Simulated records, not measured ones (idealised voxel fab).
The following is a process module called voxel lift off.
FYI the section here is cut, 165 nm wide, cells are 5 nm squares.
Cross-section spec: square-cell grid; bands listed top down; each band is one or more rows. Band: top height; bottom height; in nm. Then, left to right: material with width in nm, for each material. "full width": a single material spanning edge to edge. "air": empty space. It should be noted that heights are counted from 0, beneath which the wafer as supplied is of one material throughout, and that the lowest band possesses no lower boundary but continues downward, as written in "0 nm and below". With a width like "30..40", each row of cells in the band differs from the next by the same amount, the top row carrying the first number and the bottom row the second. Basically "left unchanged" means that step didn't change any cell in the cross-section. "Closed cavity list" means: voids of 8 cells or more that are shut off from the top with no open way through. Written width x height at distance, distance from the left edge, in nm. On a step's line, text after the settings is the simulator commenting on that step. overlay nm: how far to the right of its planned place the mask lay on this masked step (negative: to the left).
## So here's the lineup of process steps we planned
- 1: RECEIVE,material Si
- 2: CONFORMAL_DEP,material SiO2,thk nm 15
- 3: PATTERN,tone open,mask id LINES,material resist,width nm 20,pitch nm 35,thk nm 25,overlay nm 0
- 4: DIRECTIONAL_DEP,material Ru,thk nm 15
- 5: STRIP,etch materials resist
- 6: CONFORMAL_DEP,material SiN,thk nm 10
## What follows covers the first of two wafers; it ran as planned
## Cross-section of the incoming wafer, state after step 1
	0 nm and below | Si full width
	Closed cavity list: none
## How the wafer stands in section after step 2
	15 nm to 0 nm | SiO2 full width
	Below 0, the layers are the same as they were.
## How the wafer stands in section after step 3
	40 nm to 15 nm | resist 35; air 20; resist 15; air 20; resist 15; air 20; resist 40
	Below 15, the layers are the same as they were.
## How the wafer stands in section after step 4
	55 nm to 40 nm | Ru 35; air 20; Ru 15; air 20; Ru 15; air 20; Ru 40
	40 nm to 30 nm | resist 35; air 20; resist 15; air 20; resist 15; air 20; resist 40
	30 nm to 15 nm | resist 35; Ru 20; resist 15; Ru 20; resist 15; Ru 20; resist 40
	Below 15, the layers are the same as they were.
## How the wafer stands in section after step 5
	30 nm to 15 nm | air 35; Ru 20; air 15; Ru 20; air 15; Ru 20; air 40
	Below 15, the layers are the same as they were.
## How the wafer stands in section after step 6
	40 nm to 30 nm | air 25; SiN 110; air 30
	30 nm to 25 nm | air 25; SiN 10; Ru 20; SiN 15; Ru 20; SiN 15; Ru 20; SiN 10; air 30
	25 nm to 15 nm | SiN 35; Ru 20; SiN 15; Ru 20; SiN 15; Ru 20; SiN 40
	Below 15, the layers are the same as they were.
## Regarding the second of the two wafers: it shared the first wafer's starting condition and process plan, yet one error occurred during its execution. Its history coincides with that of the first wafer up to and including step 5
## Cross-section, second wafer, at the end time the plan gives for step 6
	40 nm to 30 nm | air 25; SiO2 110; air 30
	30 nm to 25 nm | air 25; SiO2 10; Ru 20; SiO2 15; Ru 20; SiO2 15; Ru 20; SiO2 10; air 30
	25 nm to 15 nm | SiO2 35; Ru 20; SiO2 15; Ru 20; SiO2 15; Ru 20; SiO2 40
	Below 15, the layers are the same as they were.
what went wrong: rather than as planned, step 6 actually ran as CONFORMAL_DEP,material SiO2,thk nm 10
Upon completion, the second wafer contains, in terms of cells, a greater or smaller amount of certain materials than the first wafer: SiN -96; SiO2 +96
